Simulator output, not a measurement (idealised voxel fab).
Name of the process module below: voxel self aligned contacts
Pictured: cross-section cut, 260 nm wide, on a grid of 5 nm square cells.
For the purposes of this document, a cross-section shall be understood as a grid of square cells, specified as bands listed in top-to-bottom order, each band consisting of one or more rows of cells.
Heads up on the band format: heights come first, top then bottom, in nm. After that it's the materials left to right, each with its width in nm. A single material flagged "throughout" fills the whole band edge to edge, and "empty" means there's empty space there.
Height datum 0, below which the as-received substrate wafer is one material. Lowest band open at the bottom, running downward: "from 0 down".
Width spec "30 to 40" -> top row of cells at first value, bottom row at second value, equal per-row change in between.
"all unchanged" -> step changed no cross-section cell.
Heads up: "Closed empty spaces" only lists the empty pockets with no open path to the top that are 8 cells or more, and it writes them as width x height at distance, distance from the left edge, in nm.
Step line, after settings: the simulator's comment on this step.
The line of a step may include "overlay nm". On a step with a mask, this value is how far to the right of its planned place the mask lay. A negative value means the mask lay to the left.
## Steps in the process plan
step 1: RECEIVE | material Si
step 2: OXIDIZE | depth nm 5
step 3: DIRECTIONAL_DEP | material polySi | thk nm 25
step 4: DIRECTIONAL_DEP | material SiN | thk nm 25
step 5: MASKED_ETCH | tone cover | mask id GATE | width nm 30 | pitch nm 75 | etch materials SiN | depth nm 25 | overlay nm 0
step 6: MASKED_ETCH | tone cover | mask id GATE | width nm 30 | pitch nm 75 | etch materials polySi | depth nm 25 | overlay nm 0
step 7: CONFORMAL_DEP | material SiN | thk nm 10
step 8: DIRECTIONAL_ETCH | etch materials SiN | depth nm 10
step 9: FILL_DEP | material SiO2 | thk nm 15
step 10: CMP | height nm 60
step 11: DIRECTIONAL_DEP | material aC | thk nm 10
step 12: PATTERN | tone open | mask id CONTACT | material resist | width nm 55 | pitch nm 75 | thk nm 30 | overlay nm 0
step 13: DIRECTIONAL_ETCH | etch materials aC | depth nm 10
step 14: STRIP | etch materials resist
step 15: DIRECTIONAL_ETCH | etch materials SiO2 | depth nm 65
step 16: STRIP | etch materials aC
step 17: CONFORMAL_DEP | material TiN | thk nm 5
step 18: FILL_DEP | material Ru | thk nm 10
step 19: CMP | height nm 60
step 20: CONFORMAL_DEP | material SiCN | thk nm 5
## As received (post step 1): cross-section
    from 0 down: Si throughout
    Closed empty spaces: none
## Cross-section: first of two wafers, module finished, run according to plan
    from 65 to 60: SiCN throughout
    from 60 to 50: SiO2: 65, TiN: 5 to 20, Ru: 45 to 15, TiN: 5 to 20, SiO2: 20, TiN: 5 to 20, Ru: 45 to 15, TiN: 5 to 20, SiO2: 65
    from 50 to 25: SiO2: 30, SiN: 50, TiN: 5, Ru: 15, TiN: 5, SiN: 50, TiN: 5, Ru: 15, TiN: 5, SiN: 50, SiO2: 30
    from 25 to 0: SiO2: 30, SiN: 10, polySi: 30, SiN: 10, TiN: 5, Ru: 15, TiN: 5, SiN: 10, polySi: 30, SiN: 10, TiN: 5, Ru: 15, TiN: 5, SiN: 10, polySi: 30, SiN: 10, SiO2: 30
    from 0 to -5: SiO2: 80, TiN: 25, SiO2: 50, TiN: 25, SiO2: 80
    from -5 down: Si throughout
    Closed empty spaces: none
## Module end: cross-section of wafer two of two. Same start and process plan as the first wafer. One mistake during execution
    from 65 to 60: SiCN throughout
    from 60 to 50: SiO2: 65, TiN: 5 to 25, Ru: 45 to 10, TiN: 5 to 20, SiO2: 20, TiN: 5 to 25, Ru: 45 to 10, TiN: 5 to 20, SiO2: 65
    from 50 to 25: SiO2: 30, SiN: 55, TiN: 5, Ru: 10, TiN: 5, SiN: 55, TiN: 5, Ru: 10, TiN: 5, SiN: 55, SiO2: 25
    from 25 to 0: SiO2: 30, SiN: 10, polySi: 35, SiN: 10, TiN: 5, Ru: 10, TiN: 5, SiN: 10, polySi: 35, SiN: 10, TiN: 5, Ru: 10, TiN: 5, SiN: 10, polySi: 35, SiN: 10, SiO2: 25
    from 0 to -5: SiO2: 85, TiN: 20, SiO2: 55, TiN: 20, SiO2: 80
    from -5 down: Si throughout
    Closed empty spaces: none
Deviation noted in wafer processing: off-plan run, step 5, actual operation and settings MASKED_ETCH | tone cover | mask id GATE | width nm 35 | pitch nm 75 | etch materials SiN | depth nm 25 | overlay nm 0
Cell-count delta at end, second wafer over first, by material: Ru -22 | SiN +15 | SiO2 -8 | polySi +15
